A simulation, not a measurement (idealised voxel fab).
Proc. module: voxel capacitor over wiring
The cross-section on display is named cut; it measures 200 nm wide, and its cells are 5 nm squares.
Cross-section = grid of square cells, listed top down in bands; band = one or more rows. Heads up on the band format: heights come first, top then bottom, in nm. After that it's the materials left to right, each with its width in nm. A single material flagged "all across" fills the whole band edge to edge, and "blank" means there's empty space there. Heights are expressed relative to 0, this being the level below which the as-received wafer comprises one material exclusively. The lowest band is unbounded in the downward direction and is denoted as in "z 0 and below". Quick explanation for "30 to 40": the width changes in equal steps down the rows of cells, from the first number in the band's top row to the second number in its bottom row. "stayed the same" means the step left every cell of the cross-section as it was. You'll see "Closed void list" listing empty spaces that have no way open to the top, as long as they're 8 cells or more; the notation is width x height at distance, where the distance is from the left edge, and all of it is in nm. What comes after the settings on a step's line is commentary from the simulator itself on that step. overlay nm: how far to the right of its planned place the mask lay on this masked step (negative: to the left).
The following list gives the planned process steps
1,RECEIVE,material Si
2,CONFORMAL_DEP,material SiO2,thk nm 15
3,CONFORMAL_DEP,material SiCN,thk nm 5
4,DIRECTIONAL_DEP,material SiO2,thk nm 20
5,DIRECTIONAL_DEP,material aC,thk nm 15
6,PATTERN,tone open,mask id METAL_1,material resist,width nm 25,pitch nm 90,thk nm 35,overlay nm 0
7,DIRECTIONAL_ETCH,etch materials aC,depth nm 15
8,STRIP,etch materials resist
9,DIRECTIONAL_ETCH,etch materials SiO2,depth nm 20
10,DIRECTIONAL_ETCH,etch materials SiCN,depth nm 5
11,STRIP,etch materials aC
12,CONFORMAL_DEP,material TiN,thk nm 5
13,FILL_DEP,material Cu,thk nm 10
14,CMP,height nm 40
15,EPI,material Ru,thk nm 5
16,FILL_DEP,material SiCN,thk nm 5
17,DIRECTIONAL_DEP,material lowk,thk nm 10
18,PATTERN,tone open,mask id PLUG_1,material resist,width nm 15,thk nm 20,overlay nm 0
19,DIRECTIONAL_ETCH,etch materials lowk,depth nm 10
20,DIRECTIONAL_ETCH,etch materials SiCN,depth nm 5
21,STRIP,etch materials resist
22,EPI,material Ru,thk nm 10
23,EPI,material Ru,thk nm 5
24,DIRECTIONAL_DEP,material TiN,thk nm 10
25,DIRECTIONAL_DEP,material HfO2,thk nm 5
26,DIRECTIONAL_DEP,material TiN,thk nm 5
27,DIRECTIONAL_DEP,material aC,thk nm 10
28,PATTERN,tone cover,mask id UPPER_PLATE,material resist,width nm 70,thk nm 25,overlay nm 0
29,DIRECTIONAL_ETCH,etch materials aC,depth nm 10
30,STRIP,etch materials resist
31,DIRECTIONAL_ETCH,etch materials TiN,depth nm 5
32,DIRECTIONAL_ETCH,etch materials HfO2,depth nm 5
33,STRIP,etch materials aC
34,PATTERN,tone cover,mask id LOWER_PLATE,material resist,width nm 80,thk nm 15,overlay nm 0
35,DIRECTIONAL_ETCH,etch materials TiN,depth nm 10
36,STRIP,etch materials resist
37,FILL_DEP,material SiO2,thk nm 20
38,CMP,height nm 95
39,DIRECTIONAL_DEP,material aC,thk nm 15
40,PATTERN,tone open,mask id PLUG_2,material resist,width nm 15,thk nm 30,overlay nm 0
41,DIRECTIONAL_ETCH,etch materials aC,depth nm 15
42,STRIP,etch materials resist
43,DIRECTIONAL_ETCH,etch materials SiO2,depth nm 15
44,STRIP,etch materials aC
45,CONFORMAL_DEP,material TiN,thk nm 5
46,FILL_DEP,material Ru,thk nm 5
47,CMP,height nm 95
48,CONFORMAL_DEP,material SiCN,thk nm 5
Incoming wafer in cross-section (state: after step 1)
> z 0 and below: Si all across
> Closed void list: none
Cross-sectional view of the first of the two wafers upon completion of the module, processed in accordance with the plan
> z 100 to 95: SiCN all across
> z 95 to 85: SiO2 60 | TiN 5 | Ru 5 | TiN 5 | SiO2 125
> z 85 to 75: SiO2 60 to 50 | TiN 15 to 70 | SiO2 125 to 80
> z 75 to 70: SiO2 50 | HfO2 70 | SiO2 80
> z 70 to 60: SiO2 45 | TiN 80 | SiO2 75
> z 60 to 50: lowk 50 | Ru 15 | lowk 135
> z 50 to 45: SiCN 50 | Ru 15 | SiCN 135
> z 45 to 40: SiCN 35 | Ru 35 | SiCN 55 | Ru 35 | SiCN 40
> z 40 to 20: SiO2 40 | TiN 5 | Cu 15 | TiN 5 | SiO2 65 | TiN 5 | Cu 15 | TiN 5 | SiO2 45
> z 20 to 15: SiCN 40 | TiN 25 | SiCN 65 | TiN 25 | SiCN 45
> z 15 to 0: SiO2 all across
> z 0 and below: Si all across
> Closed void list: none
Second wafer through the module, sectioned at the end: same beginning and same plan as the first wafer, with one mistake in carrying it out
> z 100 to 95: SiCN all across
> z 95 to 85: SiO2 60 | TiN 5 | Ru 5 | TiN 5 | SiO2 125
> z 85 to 75: SiO2 60 to 55 | TiN 15 to 65 | SiO2 125 to 80
> z 75 to 70: SiO2 50 | HfO2 70 | SiO2 80
> z 70 to 60: SiO2 50 | TiN 85 | SiO2 65
> z 60 to 50: lowk 50 | Ru 15 | lowk 135
> z 50 to 45: SiCN 50 | Ru 15 | SiCN 135
> z 45 to 40: SiCN 35 | Ru 35 | SiCN 55 | Ru 35 | SiCN 40
> z 40 to 20: SiO2 40 | TiN 5 | Cu 15 | TiN 5 | SiO2 65 | TiN 5 | Cu 15 | TiN 5 | SiO2 45
> z 20 to 15: SiCN 40 | TiN 25 | SiCN 65 | TiN 25 | SiCN 45
> z 15 to 0: SiO2 all across
> z 0 and below: Si all across
> Closed void list: none
Misprocessing identified: it should be noted that step 34 was executed with settings other than those planned, the operation and settings actually applied being PATTERN,tone cover,mask id LOWER_PLATE,material resist,width nm 80,thk nm 15,overlay nm 10
Bottom line after processing is that, in cells, the second wafer is up or down on some materials versus the first: SiO2: 1 fewer, TiN: 1 more
